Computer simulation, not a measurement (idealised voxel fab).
The following process module bears the name voxel wiring stack.
Square cell edge 5 nm, section width 195 nm, ID cut.
How to read a cross-section here: the picture is a grid of square cells, written as bands going from the top down, and any band can span one or more rows of cells.
Basically the band line says how high the top is and how high the bottom is, in nm, and then what's in it from left to right, every material with its width in nm. Empty space shows up as "air", and if a single material carries "edge to edge" it runs the full band edge to edge.
The level at which height equals 0 is the one under which the wafer, as it arrives, is entirely one material. No lower edge exists for the bottom band, which continues downward and is notated as in "0 and below".
Think of "30..40" as a width that walks from the first number to the second as you go down the band, top row to bottom row, taking equal-sized steps from row to row.
"nothing was modified" -> step changed no cross-section cell.
"Closed void table" lists enclosed empty spaces (at least 8 cells, no open path upward to the top), each as width x height at distance from the left edge, in nm.
What comes after the settings on a step's line is commentary from the simulator itself on that step.
"overlay nm" answers the question of how far to the right of plan the mask lay on a step that has a mask, and when it is negative the answer is to the left.
Pairs, read this way: before one process step on the one hand, after it on the other, the after cross-section ending at the lowest band that changed; the step between, settings included, beneath. Same starting wafer throughout, but possibly different runs of this module, so no pair continues from the pair above unless its entry headed "Ahead of processing" says so.
Ahead of processing
- 0 and below = Si edge to edge
- Closed void table: none
Post-Step Geometry
- 10 down to 0 = SiO2 edge to edge
- Under 0: no change, same as before.
- Closed void table: none
So what happens between those two cross-sections up there? op CONFORMAL_DEP | material SiO2 | thk nm 10
Ahead of processing: The prior state of this step coincides with the post-step cross-section of the pair just above.
Post-Step Geometry
- 15 down to 10 = TiN edge to edge
- Under 10: no change, same as before.
- Closed void table: none
So what happens between those two cross-sections up there? op DIRECTIONAL_DEP | material TiN | thk nm 5
Ahead of processing: The prior state of this step coincides with the post-step cross-section of the pair just above.
Post-Step Geometry
- 35 down to 15 = Ru edge to edge
- Under 15: no change, same as before.
- Closed void table: none
So what happens between those two cross-sections up there? op DIRECTIONAL_DEP | material Ru | thk nm 20
Ahead of processing: The prior state of this step coincides with the post-step cross-section of the pair just above.
Post-Step Geometry
- 50 down to 35 = air 15, then resist 30, then air 15, then resist 30, then air 15, then resist 30, then air 15, then resist 30, then air 15
- Under 35: no change, same as before.
- Closed void table: none
So what happens between those two cross-sections up there? op PATTERN | tone cover | mask id METAL_1 | material resist | width nm 30 | pitch nm 45 | thk nm 15 | overlay nm 0
Ahead of processing: The prior state of this step coincides with the post-step cross-section of the pair just above.
Post-Step Geometry
- 50 down to 35 = air 15, then resist 30, then air 15, then resist 30, then air 15, then resist 30, then air 15, then resist 30, then air 15
- 35 down to 15 = air 15, then Ru 30, then air 15, then Ru 30, then air 15, then Ru 30, then air 15, then Ru 30, then air 15
- Under 15: no change, same as before.
- Closed void table: none
So what happens between those two cross-sections up there? op DIRECTIONAL_ETCH | etch materials Ru | depth nm 20
Ahead of processing: The prior state of this step coincides with the post-step cross-section of the pair just above.
Post-Step Geometry
- 50 down to 35 = air 15, then resist 30, then air 15, then resist 30, then air 15, then resist 30, then air 15, then resist 30, then air 15
- 35 down to 15 = air 15, then Ru 30, then air 15, then Ru 30, then air 15, then Ru 30, then air 15, then Ru 30, then air 15
- 15 down to 10 = air 15, then TiN 30, then air 15, then TiN 30, then air 15, then TiN 30, then air 15, then TiN 30, then air 15
- Under 10: no change, same as before.
- Closed void table: none
So what happens between those two cross-sections up there? op DIRECTIONAL_ETCH | etch materials TiN | depth nm 5
Ahead of processing: The prior state of this step coincides with the post-step cross-section of the pair just above.
Post-Step Geometry
- 35 down to 15 = air 15, then Ru 30, then air 15, then Ru 30, then air 15, then Ru 30, then air 15, then Ru 30, then air 15
- Under 15: no change, same as before.
- Closed void table: none
So what happens between those two cross-sections up there? op STRIP | etch materials resist
Ahead of processing: The prior state of this step coincides with the post-step cross-section of the pair just above.
Post-Step Geometry
- 45 down to 35 = lowk edge to edge
- 35 down to 15 = lowk 15, then Ru 30, then lowk 15, then Ru 30, then lowk 15, then Ru 30, then lowk 15, then Ru 30, then lowk 15
- 15 down to 10 = lowk 15, then TiN 30, then lowk 15, then TiN 30, then lowk 15, then TiN 30, then lowk 15, then TiN 30, then lowk 15
- Under 10: no change, same as before.
- Closed void table: none
So what happens between those two cross-sections up there? op FILL_DEP | material lowk | thk nm 10
Ahead of processing: The prior state of this step coincides with the post-step cross-section of the pair just above.
Post-Step Geometry
- 35 down to 15 = lowk 15, then Ru 30, then lowk 15, then Ru 30, then lowk 15, then Ru 30, then lowk 15, then Ru 30, then lowk 15
- Under 15: no change, same as before.
- Closed void table: none
So what happens between those two cross-sections up there? op CMP | height nm 35
Ahead of processing: The prior state of this step coincides with the post-step cross-section of the pair just above.
Post-Step Geometry
- 40 down to 35 = SiCN edge to edge
- Under 35: no change, same as before.
- Closed void table: none
So what happens between those two cross-sections up there? op CONFORMAL_DEP | material SiCN | thk nm 5
Ahead of processing: The prior state of this step coincides with the post-step cross-section of the pair just above.
Post-Step Geometry
- 60 down to 40 = lowk edge to edge
- Under 40: no change, same as before.
- Closed void table: none
So what happens between those two cross-sections up there? op DIRECTIONAL_DEP | material lowk | thk nm 20
Ahead of processing: The prior state of this step coincides with the post-step cross-section of the pair just above.
Post-Step Geometry
- 75 down to 60 = aC edge to edge
- Under 60: no change, same as before.
- Closed void table: none
So what happens between those two cross-sections up there? op DIRECTIONAL_DEP | material aC | thk nm 15
Ahead of processing: The prior state of this step coincides with the post-step cross-section of the pair just above.
Post-Step Geometry
- 110 down to 75 = resist 15, then air 15, then resist 30, then air 15, then resist 30, then air 15, then resist 30, then air 15, then resist 30
- Under 75: no change, same as before.
- Closed void table: none
So what happens between those two cross-sections up there? op PATTERN | tone open | mask id PLUG_1 | material resist | width nm 15 | pitch nm 45 | thk nm 35 | overlay nm 0
Ahead of processing: The prior state of this step coincides with the post-step cross-section of the pair just above.
Post-Step Geometry
- 95 down to 75 = resist 15, then air 15, then resist 30, then air 15, then resist 30, then air 15, then resist 30, then air 15, then resist 30
- 75 down to 60 = aC 15, then air 15, then aC 30, then air 15, then aC 30, then air 15, then aC 30, then air 15, then aC 30
- Under 60: no change, same as before.
- Closed void table: none
So what happens between those two cross-sections up there? op DIRECTIONAL_ETCH | etch materials aC | depth nm 15
Ahead of processing: The prior state of this step coincides with the post-step cross-section of the pair just above.
Post-Step Geometry
- 75 down to 60 = aC 15, then air 15, then aC 30, then air 15, then aC 30, then air 15, then aC 30, then air 15, then aC 30
- Under 60: no change, same as before.
- Closed void table: none
So what happens between those two cross-sections up there? op STRIP | etch materials resist
Ahead of processing: The prior state of this step coincides with the post-step cross-section of the pair just above.
Post-Step Geometry
- 75 down to 60 = aC 15, then air 15, then aC 30, then air 15, then aC 30, then air 15, then aC 30, then air 15, then aC 30
- 60 down to 40 = lowk 15, then air 15, then lowk 30, then air 15, then lowk 30, then air 15, then lowk 30, then air 15, then lowk 30
- Under 40: no change, same as before.
- Closed void table: none
So what happens between those two cross-sections up there? op DIRECTIONAL_ETCH | etch materials lowk | depth nm 20
Ahead of processing: The prior state of this step coincides with the post-step cross-section of the pair just above.
Post-Step Geometry
- 75 down to 60 = aC 15, then air 15, then aC 30, then air 15, then aC 30, then air 15, then aC 30, then air 15, then aC 30
- 60 down to 40 = lowk 15, then air 15, then lowk 30, then air 15, then lowk 30, then air 15, then lowk 30, then air 15, then lowk 30
- 40 down to 35 = SiCN 15, then air 15, then SiCN 30, then air 15, then SiCN 30, then air 15, then SiCN 30, then air 15, then SiCN 30
- Under 35: no change, same as before.
- Closed void table: none
So what happens between those two cross-sections up there? op DIRECTIONAL_ETCH | etch materials SiCN | depth nm 5
Ahead of processing: The prior state of this step coincides with the post-step cross-section of the pair just above.
Post-Step Geometry
- 60 down to 40 = lowk 15, then air 15, then lowk 30, then air 15, then lowk 30, then air 15, then lowk 30, then air 15, then lowk 30
- Under 40: no change, same as before.
- Closed void table: none
So what happens between those two cross-sections up there? op STRIP | etch materials aC
Ahead of processing: The prior state of this step coincides with the post-step cross-section of the pair just above.
Post-Step Geometry
- 65 down to 60 = TiN 20, then air 5, then TiN 40, then air 5, then TiN 40, then air 5, then TiN 40, then air 5, then TiN 35
- 60 down to 40 = lowk 15, then TiN 5, then air 5, then TiN 5, then lowk 30, then TiN 5, then air 5, then TiN 5, then lowk 30, then TiN 5, then air 5, then TiN 5, then lowk 30, then TiN 5, then air 5, then TiN 5, then lowk 30
- 40 down to 35 = SiCN 15, then TiN 15, then SiCN 30, then TiN 15, then SiCN 30, then TiN 15, then SiCN 30, then TiN 15, then SiCN 30
- Under 35: no change, same as before.
- Closed void table: none
So what happens between those two cross-sections up there? op CONFORMAL_DEP | material TiN | thk nm 5
Ahead of processing: The prior state of this step coincides with the post-step cross-section of the pair just above.
Post-Step Geometry
- 75 down to 65 = Ru edge to edge
- 65 down to 60 = TiN 20, then Ru 5, then TiN 40, then Ru 5, then TiN 40, then Ru 5, then TiN 40, then Ru 5, then TiN 35
- 60 down to 40 = lowk 15, then TiN 5, then Ru 5, then TiN 5, then lowk 30, then TiN 5, then Ru 5, then TiN 5, then lowk 30, then TiN 5, then Ru 5, then TiN 5, then lowk 30, then TiN 5, then Ru 5, then TiN 5, then lowk 30
- Under 40: no change, same as before.
- Closed void table: none
So what happens between those two cross-sections up there? op FILL_DEP | material Ru | thk nm 10
Ahead of processing: The prior state of this step coincides with the post-step cross-section of the pair just above.
Post-Step Geometry
- 60 down to 40 = lowk 15, then TiN 5, then Ru 5, then TiN 5, then lowk 30, then TiN 5, then Ru 5, then TiN 5, then lowk 30, then TiN 5, then Ru 5, then TiN 5, then lowk 30, then TiN 5, then Ru 5, then TiN 5, then lowk 30
- Under 40: no change, same as before.
- Closed void table: none
So what happens between those two cross-sections up there? op CMP | height nm 60
Ahead of processing: The prior state of this step coincides with the post-step cross-section of the pair just above.
Post-Step Geometry
- 65 down to 60 = TiN edge to edge
- Under 60: no change, same as before.
- Closed void table: none
So what happens between those two cross-sections up there? op DIRECTIONAL_DEP | material TiN | thk nm 5
Ahead of processing: The prior state of this step coincides with the post-step cross-section of the pair just above.
Post-Step Geometry
- 80 down to 65 = W edge to edge
- Under 65: no change, same as before.
- Closed void table: none
So what happens between those two cross-sections up there? op DIRECTIONAL_DEP | material W | thk nm 15
Ahead of processing: The prior state of this step coincides with the post-step cross-section of the pair just above.
Post-Step Geometry
- 95 down to 80 = air 15, then resist 30, then air 15, then resist 30, then air 15, then resist 30, then air 15, then resist 30, then air 15
- Under 80: no change, same as before.
- Closed void table: none
So what happens between those two cross-sections up there? op PATTERN | tone cover | mask id METAL_2 | material resist | width nm 30 | pitch nm 45 | thk nm 15 | overlay nm 0
Ahead of processing: The prior state of this step coincides with the post-step cross-section of the pair just above.
Post-Step Geometry
- 95 down to 80 = air 15, then resist 30, then air 15, then resist 30, then air 15, then resist 30, then air 15, then resist 30, then air 15
- 80 down to 65 = air 15, then W 30, then air 15, then W 30, then air 15, then W 30, then air 15, then W 30, then air 15
- Under 65: no change, same as before.
- Closed void table: none
So what happens between those two cross-sections up there? op DIRECTIONAL_ETCH | etch materials W | depth nm 15
Ahead of processing: The prior state of this step coincides with the post-step cross-section of the pair just above.
Post-Step Geometry
- 95 down to 80 = air 15, then resist 30, then air 15, then resist 30, then air 15, then resist 30, then air 15, then resist 30, then air 15
- 80 down to 65 = air 15, then W 30, then air 15, then W 30, then air 15, then W 30, then air 15, then W 30, then air 15
- 65 down to 60 = air 15, then TiN 30, then air 15, then TiN 30, then air 15, then TiN 30, then air 15, then TiN 30, then air 15
- Under 60: no change, same as before.
- Closed void table: none
So what happens between those two cross-sections up there? op DIRECTIONAL_ETCH | etch materials TiN | depth nm 5
Ahead of processing: The prior state of this step coincides with the post-step cross-section of the pair just above.
Post-Step Geometry
- 80 down to 65 = air 15, then W 30, then air 15, then W 30, then air 15, then W 30, then air 15, then W 30, then air 15
- Under 65: no change, same as before.
- Closed void table: none
So what happens between those two cross-sections up there? op STRIP | etch materials resist
Ahead of processing: The prior state of this step coincides with the post-step cross-section of the pair just above.
Post-Step Geometry
- 90 down to 80 = lowk edge to edge
- 80 down to 65 = lowk 15, then W 30, then lowk 15, then W 30, then lowk 15, then W 30, then lowk 15, then W 30, then lowk 15
- 65 down to 60 = lowk 15, then TiN 30, then lowk 15, then TiN 30, then lowk 15, then TiN 30, then lowk 15, then TiN 30, then lowk 15
- Under 60: no change, same as before.
- Closed void table: none
So what happens between those two cross-sections up there? op FILL_DEP | material lowk | thk nm 10
Ahead of processing: The prior state of this step coincides with the post-step cross-section of the pair just above.
Post-Step Geometry
- 80 down to 65 = lowk 15, then W 30, then lowk 15, then W 30, then lowk 15, then W 30, then lowk 15, then W 30, then lowk 15
- Under 65: no change, same as before.
- Closed void table: none
So what happens between those two cross-sections up there? op CMP | height nm 80
Ahead of processing: The prior state of this step coincides with the post-step cross-section of the pair just above.
Post-Step Geometry
- 85 down to 80 = SiCN edge to edge
- Under 80: no change, same as before.
- Closed void table: none
So what happens between those two cross-sections up there? op CONFORMAL_DEP | material SiCN | thk nm 5
Ahead of processing: The prior state of this step coincides with the post-step cross-section of the pair just above.
Post-Step Geometry
- 120 down to 85 = SiO2 edge to edge
- Under 85: no change, same as before.
- Closed void table: none
So what happens between those two cross-sections up there? op DIRECTIONAL_DEP | material SiO2 | thk nm 35
Ahead of processing: The prior state of this step coincides with the post-step cross-section of the pair just above.
Post-Step Geometry
- 130 down to 120 = aC edge to edge
- Under 120: no change, same as before.
- Closed void table: none
So what happens between those two cross-sections up there? op DIRECTIONAL_DEP | material aC | thk nm 10
Ahead of processing: The prior state of this step coincides with the post-step cross-section of the pair just above.
Post-Step Geometry
- 160 down to 130 = resist 15, then air 30, then resist 15, then air 30, then resist 15, then air 30, then resist 15, then air 30, then resist 15
- Under 130: no change, same as before.
- Closed void table: none
So what happens between those two cross-sections up there? op PATTERN | tone open | mask id METAL_3 | material resist | width nm 30 | pitch nm 45 | thk nm 30 | overlay nm 0
Ahead of processing: The prior state of this step coincides with the post-step cross-section of the pair just above.
Post-Step Geometry
- 150 down to 130 = resist 15, then air 30, then resist 15, then air 30, then resist 15, then air 30, then resist 15, then air 30, then resist 15
- 130 down to 120 = aC 15, then air 30, then aC 15, then air 30, then aC 15, then air 30, then aC 15, then air 30, then aC 15
- Under 120: no change, same as before.
- Closed void table: none
So what happens between those two cross-sections up there? op DIRECTIONAL_ETCH | etch materials aC | depth nm 10
Ahead of processing: The prior state of this step coincides with the post-step cross-section of the pair just above.
Post-Step Geometry
- 130 down to 120 = aC 15, then air 30, then aC 15, then air 30, then aC 15, then air 30, then aC 15, then air 30, then aC 15
- Under 120: no change, same as before.
- Closed void table: none
So what happens between those two cross-sections up there? op STRIP | etch materials resist
Ahead of processing: The prior state of this step coincides with the post-step cross-section of the pair just above.
Post-Step Geometry
- 130 down to 120 = aC 15, then air 30, then aC 15, then air 30, then aC 15, then air 30, then aC 15, then air 30, then aC 15
- 120 down to 100 = SiO2 15, then air 30, then SiO2 15, then air 30, then SiO2 15, then air 30, then SiO2 15, then air 30, then SiO2 15
- Under 100: no change, same as before.
- Closed void table: none
So what happens between those two cross-sections up there? op DIRECTIONAL_ETCH | etch materials SiO2 | depth nm 20
Ahead of processing: The prior state of this step coincides with the post-step cross-section of the pair just above.
Post-Step Geometry
- 120 down to 100 = SiO2 15, then air 30, then SiO2 15, then air 30, then SiO2 15, then air 30, then SiO2 15, then air 30, then SiO2 15
- Under 100: no change, same as before.
- Closed void table: none
So what happens between those two cross-sections up there? op STRIP | etch materials aC
Ahead of processing: The prior state of this step coincides with the post-step cross-section of the pair just above.
Post-Step Geometry
- 135 down to 120 = aC 15, then air 30, then aC 15, then air 30, then aC 15, then air 30, then aC 15, then air 30, then aC 15
- 120 down to 115 = SiO2 15, then air 30, then SiO2 15, then air 30, then SiO2 15, then air 30, then SiO2 15, then air 30, then SiO2 15
- 115 down to 100 = SiO2 15, then aC 30, then SiO2 15, then aC 30, then SiO2 15, then aC 30, then SiO2 15, then aC 30, then SiO2 15
- Under 100: no change, same as before.
- Closed void table: none
So what happens between those two cross-sections up there? op DIRECTIONAL_DEP | material aC | thk nm 15
Ahead of processing: The prior state of this step coincides with the post-step cross-section of the pair just above.
Post-Step Geometry
- 165 down to 135 = resist 15, then air 15, then resist 75, then air 15, then resist 75
- 135 down to 120 = aC 15, then air 15, then resist 15, then aC 15, then resist 30, then aC 15, then air 15, then resist 15, then aC 15, then resist 30, then aC 15
- 120 down to 115 = SiO2 15, then air 15, then resist 15, then SiO2 15, then resist 30, then SiO2 15, then air 15, then resist 15, then SiO2 15, then resist 30, then SiO2 15
- Under 115: no change, same as before.
- Closed void table: none
So what happens between those two cross-sections up there? op PATTERN | tone open | mask id METAL_3_HOLES | material resist | width nm 15 | pitch nm 90 | thk nm 30 | overlay nm 0
Ahead of processing: The prior state of this step coincides with the post-step cross-section of the pair just above.
Post-Step Geometry
- 150 down to 135 = resist 15, then air 15, then resist 75, then air 15, then resist 75
- 135 down to 120 = aC 15, then air 15, then resist 15, then aC 15, then resist 30, then aC 15, then air 15, then resist 15, then aC 15, then resist 30, then aC 15
- 120 down to 115 = SiO2 15, then air 15, then resist 15, then SiO2 15, then resist 30, then SiO2 15, then air 15, then resist 15, then SiO2 15, then resist 30, then SiO2 15
- 115 down to 100 = SiO2 15, then air 15, then aC 15, then SiO2 15, then aC 30, then SiO2 15, then air 15, then aC 15, then SiO2 15, then aC 30, then SiO2 15
- Under 100: no change, same as before.
- Closed void table: none
So what happens between those two cross-sections up there? op DIRECTIONAL_ETCH | etch materials aC | depth nm 15
Ahead of processing: The prior state of this step coincides with the post-step cross-section of the pair just above.
Post-Step Geometry
- 135 down to 120 = aC 15, then air 30, then aC 15, then air 30, then aC 15, then air 30, then aC 15, then air 30, then aC 15
- 120 down to 115 = SiO2 15, then air 30, then SiO2 15, then air 30, then SiO2 15, then air 30, then SiO2 15, then air 30, then SiO2 15
- Under 115: no change, same as before.
- Closed void table: none
So what happens between those two cross-sections up there? op STRIP | etch materials resist
Ahead of processing: The prior state of this step coincides with the post-step cross-section of the pair just above.
Post-Step Geometry
- 135 down to 120 = aC 15, then air 30, then aC 15, then air 30, then aC 15, then air 30, then aC 15, then air 30, then aC 15
- 120 down to 115 = SiO2 15, then air 30, then SiO2 15, then air 30, then SiO2 15, then air 30, then SiO2 15, then air 30, then SiO2 15
- 115 down to 100 = SiO2 15, then air 15, then aC 15, then SiO2 15, then aC 30, then SiO2 15, then air 15, then aC 15, then SiO2 15, then aC 30, then SiO2 15
- 100 down to 85 = SiO2 15, then air 15, then SiO2 75, then air 15, then SiO2 75
- Under 85: no change, same as before.
- Closed void table: none
So what happens between those two cross-sections up there? op DIRECTIONAL_ETCH | etch materials SiO2 | depth nm 15
Ahead of processing: The prior state of this step coincides with the post-step cross-section of the pair just above.
Post-Step Geometry
- 135 down to 120 = aC 15, then air 30, then aC 15, then air 30, then aC 15, then air 30, then aC 15, then air 30, then aC 15
- 120 down to 115 = SiO2 15, then air 30, then SiO2 15, then air 30, then SiO2 15, then air 30, then SiO2 15, then air 30, then SiO2 15
- 115 down to 100 = SiO2 15, then air 15, then aC 15, then SiO2 15, then aC 30, then SiO2 15, then air 15, then aC 15, then SiO2 15, then aC 30, then SiO2 15
- 100 down to 85 = SiO2 15, then air 15, then SiO2 75, then air 15, then SiO2 75
- 85 down to 80 = SiCN 15, then air 15, then SiCN 75, then air 15, then SiCN 75
- Under 80: no change, same as before.
- Closed void table: none
So what happens between those two cross-sections up there? op DIRECTIONAL_ETCH | etch materials SiCN | depth nm 5
Ahead of processing: The prior state of this step coincides with the post-step cross-section of the pair just above.
Post-Step Geometry
- 120 down to 100 = SiO2 15, then air 30, then SiO2 15, then air 30, then SiO2 15, then air 30, then SiO2 15, then air 30, then SiO2 15
- Under 100: no change, same as before.
- Closed void table: none
So what happens between those two cross-sections up there? op STRIP | etch materials aC
Ahead of processing: The prior state of this step coincides with the post-step cross-section of the pair just above.
Post-Step Geometry
- 125 down to 120 = TiN 20, then air 20, then TiN 25, then air 20, then TiN 25, then air 20, then TiN 25, then air 20, then TiN 20
- 120 down to 105 = SiO2 15, then TiN 5, then air 20, then TiN 5, then SiO2 15, then TiN 5, then air 20, then TiN 5, then SiO2 15, then TiN 5, then air 20, then TiN 5, then SiO2 15, then TiN 5, then air 20, then TiN 5, then SiO2 15
- 105 down to 100 = SiO2 15, then TiN 5, then air 5, then TiN 20, then SiO2 15, then TiN 30, then SiO2 15, then TiN 5, then air 5, then TiN 20, then SiO2 15, then TiN 30, then SiO2 15
- 100 down to 85 = SiO2 15, then TiN 5, then air 5, then TiN 5, then SiO2 75, then TiN 5, then air 5, then TiN 5, then SiO2 75
- 85 down to 80 = SiCN 15, then TiN 15, then SiCN 75, then TiN 15, then SiCN 75
- Under 80: no change, same as before.
- Closed void table: none
So what happens between those two cross-sections up there? op CONFORMAL_DEP | material TiN | thk nm 5
Ahead of processing: The prior state of this step coincides with the post-step cross-section of the pair just above.
Post-Step Geometry
- 130 down to 125 = Ru edge to edge
- 125 down to 120 = TiN 20, then Ru 20, then TiN 25, then Ru 20, then TiN 25, then Ru 20, then TiN 25, then Ru 20, then TiN 20
- 120 down to 105 = SiO2 15, then TiN 5, then Ru 20, then TiN 5, then SiO2 15, then TiN 5, then Ru 20, then TiN 5, then SiO2 15, then TiN 5, then Ru 20, then TiN 5, then SiO2 15, then TiN 5, then Ru 20, then TiN 5, then SiO2 15
- 105 down to 100 = SiO2 15, then TiN 5, then Ru 5, then TiN 20, then SiO2 15, then TiN 30, then SiO2 15, then TiN 5, then Ru 5, then TiN 20, then SiO2 15, then TiN 30, then SiO2 15
- 100 down to 85 = SiO2 15, then TiN 5, then Ru 5, then TiN 5, then SiO2 75, then TiN 5, then Ru 5, then TiN 5, then SiO2 75
- Under 85: no change, same as before.
- Closed void table: none
So what happens between those two cross-sections up there? op FILL_DEP | material Ru | thk nm 5
Ahead of processing: The prior state of this step coincides with the post-step cross-section of the pair just above.
Post-Step Geometry
- 120 down to 105 = SiO2 15, then TiN 5, then Ru 20, then TiN 5, then SiO2 15, then TiN 5, then Ru 20, then TiN 5, then SiO2 15, then TiN 5, then Ru 20, then TiN 5, then SiO2 15, then TiN 5, then Ru 20, then TiN 5, then SiO2 15
- Under 105: no change, same as before.
- Closed void table: none
So what happens between those two cross-sections up there? op CMP | height nm 120
Ahead of processing: The prior state of this step coincides with the post-step cross-section of the pair just above.
Post-Step Geometry
- 125 down to 120 = SiCN edge to edge
- Under 120: no change, same as before.
- Closed void table: none
So what happens between those two cross-sections up there? op CONFORMAL_DEP | material SiCN | thk nm 5
Ahead of processing
- 0 and below = Si edge to edge
- Closed void table: none
Post-Step Geometry
- 5 down to 0 = TiN edge to edge
- Under 0: no change, same as before.
- Closed void table: none
So what happens between those two cross-sections up there? op DIRECTIONAL_DEP | material TiN | thk nm 5
Ahead of processing: The prior state of this step coincides with the post-step cross-section of the pair just above.
Post-Step Geometry
- 25 down to 5 = Ru edge to edge
- Under 5: no change, same as before.
- Closed void table: none
So what happens between those two cross-sections up there? op DIRECTIONAL_DEP | material Ru | thk nm 20
Ahead of processing: The prior state of this step coincides with the post-step cross-section of the pair just above.
Post-Step Geometry
- 40 down to 25 = air 15, then resist 30, then air 15, then resist 30, then air 15, then resist 30, then air 15, then resist 30, then air 15
- Under 25: no change, same as before.
- Closed void table: none
So what happens between those two cross-sections up there? op PATTERN | tone cover | mask id METAL_1 | material resist | width nm 30 | pitch nm 45 | thk nm 15 | overlay nm 0
Ahead of processing: The prior state of this step coincides with the post-step cross-section of the pair just above.
Post-Step Geometry
- 40 down to 25 = air 15, then resist 30, then air 15, then resist 30, then air 15, then resist 30, then air 15, then resist 30, then air 15
- 25 down to 5 = air 15, then Ru 30, then air 15, then Ru 30, then air 15, then Ru 30, then air 15, then Ru 30, then air 15
- Under 5: no change, same as before.
- Closed void table: none
So what happens between those two cross-sections up there? op DIRECTIONAL_ETCH | etch materials Ru | depth nm 20
Ahead of processing: The prior state of this step coincides with the post-step cross-section of the pair just above.
Post-Step Geometry
- 40 down to 25 = air 15, then resist 30, then air 15, then resist 30, then air 15, then resist 30, then air 15, then resist 30, then air 15
- 25 down to 5 = air 15, then Ru 30, then air 15, then Ru 30, then air 15, then Ru 30, then air 15, then Ru 30, then air 15
- 5 down to 0 = air 15, then TiN 30, then air 15, then TiN 30, then air 15, then TiN 30, then air 15, then TiN 30, then air 15
- Under 0: no change, same as before.
- Closed void table: none
So what happens between those two cross-sections up there? op DIRECTIONAL_ETCH | etch materials TiN | depth nm 5
Ahead of processing: The prior state of this step coincides with the post-step cross-section of the pair just above.
Post-Step Geometry
- 25 down to 5 = air 15, then Ru 30, then air 15, then Ru 30, then air 15, then Ru 30, then air 15, then Ru 30, then air 15
- Under 5: no change, same as before.
- Closed void table: none
So what happens between those two cross-sections up there? op STRIP | etch materials resist
Ahead of processing: The prior state of this step coincides with the post-step cross-section of the pair just above.
Post-Step Geometry
- 35 down to 25 = lowk edge to edge
- 25 down to 5 = lowk 15, then Ru 30, then lowk 15, then Ru 30, then lowk 15, then Ru 30, then lowk 15, then Ru 30, then lowk 15
- 5 down to 0 = lowk 15, then TiN 30, then lowk 15, then TiN 30, then lowk 15, then TiN 30, then lowk 15, then TiN 30, then lowk 15
- Under 0: no change, same as before.
- Closed void table: none
So what happens between those two cross-sections up there? op FILL_DEP | material lowk | thk nm 10
Ahead of processing: The prior state of this step coincides with the post-step cross-section of the pair just above.
Post-Step Geometry
- 40 down to 35 = SiCN edge to edge
- Under 35: no change, same as before.
- Closed void table: none
So what happens between those two cross-sections up there? op CONFORMAL_DEP | material SiCN | thk nm 5
Ahead of processing: The prior state of this step coincides with the post-step cross-section of the pair just above.
Post-Step Geometry
- 60 down to 40 = lowk edge to edge
- Under 40: no change, same as before.
- Closed void table: none
So what happens between those two cross-sections up there? op DIRECTIONAL_DEP | material lowk | thk nm 20
Ahead of processing: The prior state of this step coincides with the post-step cross-section of the pair just above.
Post-Step Geometry
- 75 down to 60 = aC edge to edge
- Under 60: no change, same as before.
- Closed void table: none
So what happens between those two cross-sections up there? op DIRECTIONAL_DEP | material aC | thk nm 15
Ahead of processing: The prior state of this step coincides with the post-step cross-section of the pair just above.
Post-Step Geometry
- 110 down to 75 = resist 15, then air 15, then resist 30, then air 15, then resist 30, then air 15, then resist 30, then air 15, then resist 30
- Under 75: no change, same as before.
- Closed void table: none
So what happens between those two cross-sections up there? op PATTERN | tone open | mask id PLUG_1 | material resist | width nm 15 | pitch nm 45 | thk nm 35 | overlay nm 0
Ahead of processing: The prior state of this step coincides with the post-step cross-section of the pair just above.
Post-Step Geometry
- 95 down to 75 = resist 15, then air 15, then resist 30, then air 15, then resist 30, then air 15, then resist 30, then air 15, then resist 30
- 75 down to 60 = aC 15, then air 15, then aC 30, then air 15, then aC 30, then air 15, then aC 30, then air 15, then aC 30
- Under 60: no change, same as before.
- Closed void table: none
So what happens between those two cross-sections up there? op DIRECTIONAL_ETCH | etch materials aC | depth nm 15
Ahead of processing: The prior state of this step coincides with the post-step cross-section of the pair just above.
Post-Step Geometry
- 75 down to 60 = aC 15, then air 15, then aC 30, then air 15, then aC 30, then air 15, then aC 30, then air 15, then aC 30
- Under 60: no change, same as before.
- Closed void table: none
So what happens between those two cross-sections up there? op STRIP | etch materials resist
Ahead of processing: The prior state of this step coincides with the post-step cross-section of the pair just above.
Post-Step Geometry
- 75 down to 60 = aC 15, then air 15, then aC 30, then air 15, then aC 30, then air 15, then aC 30, then air 15, then aC 30
- 60 down to 40 = lowk 15, then air 15, then lowk 30, then air 15, then lowk 30, then air 15, then lowk 30, then air 15, then lowk 30
- Under 40: no change, same as before.
- Closed void table: none
So what happens between those two cross-sections up there? op DIRECTIONAL_ETCH | etch materials lowk | depth nm 20
Ahead of processing: The prior state of this step coincides with the post-step cross-section of the pair just above.
Post-Step Geometry
- 75 down to 60 = aC 15, then air 15, then aC 30, then air 15, then aC 30, then air 15, then aC 30, then air 15, then aC 30
- 60 down to 40 = lowk 15, then air 15, then lowk 30, then air 15, then lowk 30, then air 15, then lowk 30, then air 15, then lowk 30
- 40 down to 35 = SiCN 15, then air 15, then SiCN 30, then air 15, then SiCN 30, then air 15, then SiCN 30, then air 15, then SiCN 30
- Under 35: no change, same as before.
- Closed void table: none
So what happens between those two cross-sections up there? op DIRECTIONAL_ETCH | etch materials SiCN | depth nm 5
Ahead of processing: The prior state of this step coincides with the post-step cross-section of the pair just above.
Post-Step Geometry
- 60 down to 40 = lowk 15, then air 15, then lowk 30, then air 15, then lowk 30, then air 15, then lowk 30, then air 15, then lowk 30
- Under 40: no change, same as before.
- Closed void table: none
So what happens between those two cross-sections up there? op STRIP | etch materials aC
Ahead of processing: The prior state of this step coincides with the post-step cross-section of the pair just above.
Post-Step Geometry
- 65 down to 60 = TiN 20, then air 5, then TiN 40, then air 5, then TiN 40, then air 5, then TiN 40, then air 5, then TiN 35
- 60 down to 40 = lowk 15, then TiN 5, then air 5, then TiN 5, then lowk 30, then TiN 5, then air 5, then TiN 5, then lowk 30, then TiN 5, then air 5, then TiN 5, then lowk 30, then TiN 5, then air 5, then TiN 5, then lowk 30
- 40 down to 35 = SiCN 15, then TiN 15, then SiCN 30, then TiN 15, then SiCN 30, then TiN 15, then SiCN 30, then TiN 15, then SiCN 30
- Under 35: no change, same as before.
- Closed void table: none
So what happens between those two cross-sections up there? op CONFORMAL_DEP | material TiN | thk nm 5
Ahead of processing: The prior state of this step coincides with the post-step cross-section of the pair just above.
Post-Step Geometry
- 75 down to 65 = Ru edge to edge
- 65 down to 60 = TiN 20, then Ru 5, then TiN 40, then Ru 5, then TiN 40, then Ru 5, then TiN 40, then Ru 5, then TiN 35
- 60 down to 40 = lowk 15, then TiN 5, then Ru 5, then TiN 5, then lowk 30, then TiN 5, then Ru 5, then TiN 5, then lowk 30, then TiN 5, then Ru 5, then TiN 5, then lowk 30, then TiN 5, then Ru 5, then TiN 5, then lowk 30
- Under 40: no change, same as before.
- Closed void table: none
So what happens between those two cross-sections up there? op FILL_DEP | material Ru | thk nm 10
